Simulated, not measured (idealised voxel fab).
Process module, titled voxel double patterning
Section shown: cut. Width: 175 nm. Cell size: 5 nm, square.
In what follows, cross-sections appear as grids of square cells, described through bands that run from the top down, where every band is one or more rows of cells. Quick guide to a band line: top height, bottom height (nm) up front; then every material left to right with its width in nm. Only one material and it's marked "all across"? Then it fills the band edge to edge. And "blank" just means empty space. Heights are reckoned from 0. Under this level, the received wafer is all of one material. The bottommost band is open-ended downward, for example "from 0 down". Width: "30->40" (first number = top row, second number = bottom row, same change from row to row of cells). A step reported as "stayed the same" is a step in which no cell of the cross-section changed. "Enclosed empty spaces" means: voids of 8 cells or more that are shut off from the top with no open way through. Written width x height at distance, distance from the left edge, in nm. Post-settings text on a step line: simulator's own remark regarding the step. overlay nm: where the mask lay relative to plan, measured to the right, on steps with a mask; negatives go left.
[These are the steps we planned for the process]
- 1: RECEIVE: material Si
- 2: CONFORMAL_DEP: material SiN, thk nm 10
- 3: DIRECTIONAL_DEP: material SiO2, thk nm 20
- 4: DIRECTIONAL_DEP: material SiCN, thk nm 10
- 5: MASKED_ETCH: tone open, mask id FIRST, width nm 15, pitch nm 50, etch materials SiCN, depth nm 10, overlay nm 0
- 6: DIRECTIONAL_DEP: material aC, thk nm 15
- 7: PATTERN: tone open, mask id SECOND, material resist, width nm 15, thk nm 35, overlay nm 0
- 8: DIRECTIONAL_ETCH: etch materials aC, depth nm 15
- 9: STRIP: etch materials resist
- 10: DIRECTIONAL_ETCH: etch materials SiCN, depth nm 10
- 11: STRIP: etch materials aC
- 12: DIRECTIONAL_ETCH: etch materials SiO2, depth nm 20
- 13: STRIP: etch materials SiCN
[Account of the first of two wafers, which was processed as intended]
[Wafer at receipt (post step 1), cross-section]
- from 0 down: Si all across
- Enclosed empty spaces: none
[Presented here is a cross-section of the wafer after step 2 has been performed]
- from 10 to 0: SiN all across
- Note: structure below 0 unchanged.
[Presented here is a cross-section of the wafer after step 3 has been performed]
- from 30 to 10: SiO2 all across
- Note: structure below 10 unchanged.
[Presented here is a cross-section of the wafer after step 4 has been performed]
- from 40 to 30: SiCN all across
- Note: structure below 30 unchanged.
[Presented here is a cross-section of the wafer after step 5 has been performed]
- from 40 to 30: 55 SiCN / 15 blank / 35 SiCN / 15 blank / 55 SiCN
- Note: structure below 30 unchanged.
[Presented here is a cross-section of the wafer after step 6 has been performed]
- from 55 to 45: 55 aC / 15 blank / 35 aC / 15 blank / 55 aC
- from 45 to 40: aC all across
- from 40 to 30: 55 SiCN / 15 aC / 35 SiCN / 15 aC / 55 SiCN
- Note: structure below 30 unchanged.
[Presented here is a cross-section of the wafer after step 7 has been performed]
- from 90 to 55: 80 resist / 15 blank / 80 resist
- from 55 to 45: 55 aC / 15 resist / 35 aC / 15 resist / 55 aC
- Note: structure below 45 unchanged.
[Presented here is a cross-section of the wafer after step 8 has been performed]
- from 75 to 55: 80 resist / 15 blank / 80 resist
- from 55 to 45: 55 aC / 15 resist / 10 aC / 15 blank / 10 aC / 15 resist / 55 aC
- from 45 to 40: 80 aC / 15 blank / 80 aC
- Note: structure below 40 unchanged.
[Presented here is a cross-section of the wafer after step 9 has been performed]
- from 55 to 45: 55 aC / 15 blank / 10 aC / 15 blank / 10 aC / 15 blank / 55 aC
- Note: structure below 45 unchanged.
[Presented here is a cross-section of the wafer after step 10 has been performed]
- from 55 to 45: 55 aC / 15 blank / 10 aC / 15 blank / 10 aC / 15 blank / 55 aC
- from 45 to 40: 80 aC / 15 blank / 80 aC
- from 40 to 30: 55 SiCN / 15 aC / 10 SiCN / 15 blank / 10 SiCN / 15 aC / 55 SiCN
- Note: structure below 30 unchanged.
[Presented here is a cross-section of the wafer after step 11 has been performed]
- from 40 to 30: 55 SiCN / 15 blank / 10 SiCN / 15 blank / 10 SiCN / 15 blank / 55 SiCN
- Note: structure below 30 unchanged.
[Presented here is a cross-section of the wafer after step 12 has been performed]
- from 40 to 30: 55 SiCN / 15 blank / 10 SiCN / 15 blank / 10 SiCN / 15 blank / 55 SiCN
- from 30 to 10: 55 SiO2 / 15 blank / 10 SiO2 / 15 blank / 10 SiO2 / 15 blank / 55 SiO2
- Note: structure below 10 unchanged.
[Presented here is a cross-section of the wafer after step 13 has been performed]
- from 30 to 10: 55 SiO2 / 15 blank / 10 SiO2 / 15 blank / 10 SiO2 / 15 blank / 55 SiO2
- Note: structure below 10 unchanged.
[Wafer two. Identical start, identical plan. One mistake in execution. Identical history through step 1]
Cross-section of the second wafer at the time step 2 of the plan should have ended: stayed the same
[Cross-section of the second wafer at the time step 3 of the plan should have ended]
- from 20 to 0: SiO2 all across
- Note: structure below 0 unchanged.
[Cross-section of the second wafer at the time step 4 of the plan should have ended]
- from 30 to 20: SiCN all across
- Note: structure below 20 unchanged.
[Cross-section of the second wafer at the time step 5 of the plan should have ended]
- from 30 to 20: 55 SiCN / 15 blank / 35 SiCN / 15 blank / 55 SiCN
- Note: structure below 20 unchanged.
[Cross-section of the second wafer at the time step 6 of the plan should have ended]
- from 45 to 35: 55 aC / 15 blank / 35 aC / 15 blank / 55 aC
- from 35 to 30: aC all across
- from 30 to 20: 55 SiCN / 15 aC / 35 SiCN / 15 aC / 55 SiCN
- Note: structure below 20 unchanged.
[Cross-section of the second wafer at the time step 7 of the plan should have ended]
- from 80 to 45: 80 resist / 15 blank / 80 resist
- from 45 to 35: 55 aC / 15 resist / 35 aC / 15 resist / 55 aC
- Note: structure below 35 unchanged.
[Cross-section of the second wafer at the time step 8 of the plan should have ended]
- from 65 to 45: 80 resist / 15 blank / 80 resist
- from 45 to 35: 55 aC / 15 resist / 10 aC / 15 blank / 10 aC / 15 resist / 55 aC
- from 35 to 30: 80 aC / 15 blank / 80 aC
- Note: structure below 30 unchanged.
[Cross-section of the second wafer at the time step 9 of the plan should have ended]
- from 45 to 35: 55 aC / 15 blank / 10 aC / 15 blank / 10 aC / 15 blank / 55 aC
- Note: structure below 35 unchanged.
[Cross-section of the second wafer at the time step 10 of the plan should have ended]
- from 45 to 35: 55 aC / 15 blank / 10 aC / 15 blank / 10 aC / 15 blank / 55 aC
- from 35 to 30: 80 aC / 15 blank / 80 aC
- from 30 to 20: 55 SiCN / 15 aC / 10 SiCN / 15 blank / 10 SiCN / 15 aC / 55 SiCN
- Note: structure below 20 unchanged.
[Cross-section of the second wafer at the time step 11 of the plan should have ended]
- from 30 to 20: 55 SiCN / 15 blank / 10 SiCN / 15 blank / 10 SiCN / 15 blank / 55 SiCN
- Note: structure below 20 unchanged.
[Cross-section of the second wafer at the time step 12 of the plan should have ended]
- from 30 to 20: 55 SiCN / 15 blank / 10 SiCN / 15 blank / 10 SiCN / 15 blank / 55 SiCN
- from 20 to 0: 55 SiO2 / 15 blank / 10 SiO2 / 15 blank / 10 SiO2 / 15 blank / 55 SiO2
- Note: structure below 0 unchanged.
[Cross-section of the second wafer at the time step 13 of the plan should have ended]
- from 20 to 0: 55 SiO2 / 15 blank / 10 SiO2 / 15 blank / 10 SiO2 / 15 blank / 55 SiO2
- Note: structure below 0 unchanged.
Misprocessing identified: step 2 was left out
Wafer comparison, final, in cells, second relative to first, materials more or fewer: 70 fewer of SiN
